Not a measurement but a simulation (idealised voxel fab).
You're looking at the process module voxel self aligned contacts.
Square cell edge 5 nm, section width 280 nm, ID cut.
Heads up, the way a cross-section reads in here is a grid of square cells, handed over as bands from the top down, with every band being one or more rows of cells.
Heads up on the band format: heights come first, top then bottom, in nm. After that it's the materials left to right, each with its width in nm. A single material flagged "throughout" fills the whole band edge to edge, and "empty" means there's empty space there.
Heads up on the height convention: 0 is the point under which the incoming wafer is all one material, and the lowest band has no bottom, it just keeps going down, like "0 down".
A two-number width, for instance "30 to 40", indicates that the width is equal to the first number in the top row of the band and to the second number in the bottom row, and that it changes by a constant amount per row of cells.
A step reported as "everything unchanged" is a step in which no cell of the cross-section changed.
Closed-off voids of 8+ cells (no open route to the top) go in "Cavities, closed", written width x height at distance from the left edge, in nm.
Formally, on a step line, whatever follows the settings is a remark that the simulator itself makes on the step.
overlay nm: right-of-plan distance of the mask on a masked step; negative values mean left-of-plan.
-- Set out below are the planned steps of the process
step 1: RECEIVE,material Si
step 2: CONFORMAL_DEP,material SiO2,thk nm 5
step 3: DIRECTIONAL_DEP,material polySi,thk nm 20
step 4: DIRECTIONAL_DEP,material SiN,thk nm 20
step 5: MASKED_ETCH,tone cover,mask id GATE,width nm 30,pitch nm 65,etch materials SiN,depth nm 20,overlay nm 0
step 6: MASKED_ETCH,tone cover,mask id GATE,width nm 30,pitch nm 65,etch materials polySi,depth nm 20,overlay nm 0
step 7: CONFORMAL_DEP,material SiN,thk nm 10
step 8: DIRECTIONAL_ETCH,etch materials SiN,depth nm 10
step 9: FILL_DEP,material SiO2,thk nm 15
step 10: CMP,height nm 50
step 11: PATTERN,tone open,mask id CONTACT,material resist,width nm 45,pitch nm 65,thk nm 15,overlay nm 0
step 12: DIRECTIONAL_ETCH,etch materials SiO2,depth nm 50
step 13: STRIP,etch materials resist
step 14: CONFORMAL_DEP,material TiN,thk nm 5
step 15: FILL_DEP,material Ru,thk nm 10
step 16: CMP,height nm 50
step 17: CONFORMAL_DEP,material SiN,thk nm 5
-- Cross-section: wafer on arrival = after step 1
  0 down = Si throughout
  Cavities, closed: none
-- Cross-section, first of two wafers, end of module, run as planned
  55 to 50 = SiN throughout
  50 to 45 = SiO2 85 | TiN 20 | Ru 5 | TiN 20 | SiO2 20 | TiN 20 | Ru 5 | TiN 20 | SiO2 85
  45 to 25 = SiO2 50 | SiN 50 | TiN 5 | Ru 5 | TiN 5 | SiN 50 | TiN 5 | Ru 5 | TiN 5 | SiN 50 | SiO2 50
  25 to 5 = SiO2 50 | SiN 10 | polySi 30 | SiN 10 | TiN 5 | Ru 5 | TiN 5 | SiN 10 | polySi 30 | SiN 10 | TiN 5 | Ru 5 | TiN 5 | SiN 10 | polySi 30 | SiN 10 | SiO2 50
  5 to 0 = SiO2 100 | TiN 15 | SiO2 50 | TiN 15 | SiO2 100
  0 down = Si throughout
  Cavities, closed: none
-- Cross-sectional view: second of two wafers, end of module; start and plan identical to the first, one mistake in running
  55 to 50 = SiN throughout
  50 to 45 = SiO2 85 | TiN 15 | Ru 15 | TiN 15 | SiO2 20 | TiN 15 | Ru 15 | TiN 15 | SiO2 85
  45 to 30 = SiO2 55 | SiN 40 | TiN 5 | Ru 15 | TiN 5 | SiN 40 | TiN 5 | Ru 15 | TiN 5 | SiN 40 | SiO2 55
  30 to 25 = SiO2 55 | SiN 40 | TiN 10 | Ru 5 | TiN 10 | SiN 40 | TiN 10 | Ru 5 | TiN 10 | SiN 40 | SiO2 55
  25 to 5 = SiO2 50 | SiN 10 | polySi 30 | SiN 10 | TiN 5 | Ru 5 | TiN 5 | SiN 10 | polySi 30 | SiN 10 | TiN 5 | Ru 5 | TiN 5 | SiN 10 | polySi 30 | SiN 10 | SiO2 50
  5 to 0 = SiO2 100 | TiN 15 | SiO2 50 | TiN 15 | SiO2 100
  0 down = Si throughout
  Cavities, closed: none
Heads up, the wafer didn't run the way we planned it: step 5 went in with a setting other than planned; the actual run was MASKED_ETCH,tone cover,mask id GATE,width nm 20,pitch nm 65,etch materials SiN,depth nm 20,overlay nm 0
End of process, cell counts, second wafer against first, materials with more or fewer: 16 more of Ru; 24 fewer of SiN; 8 more of SiO2
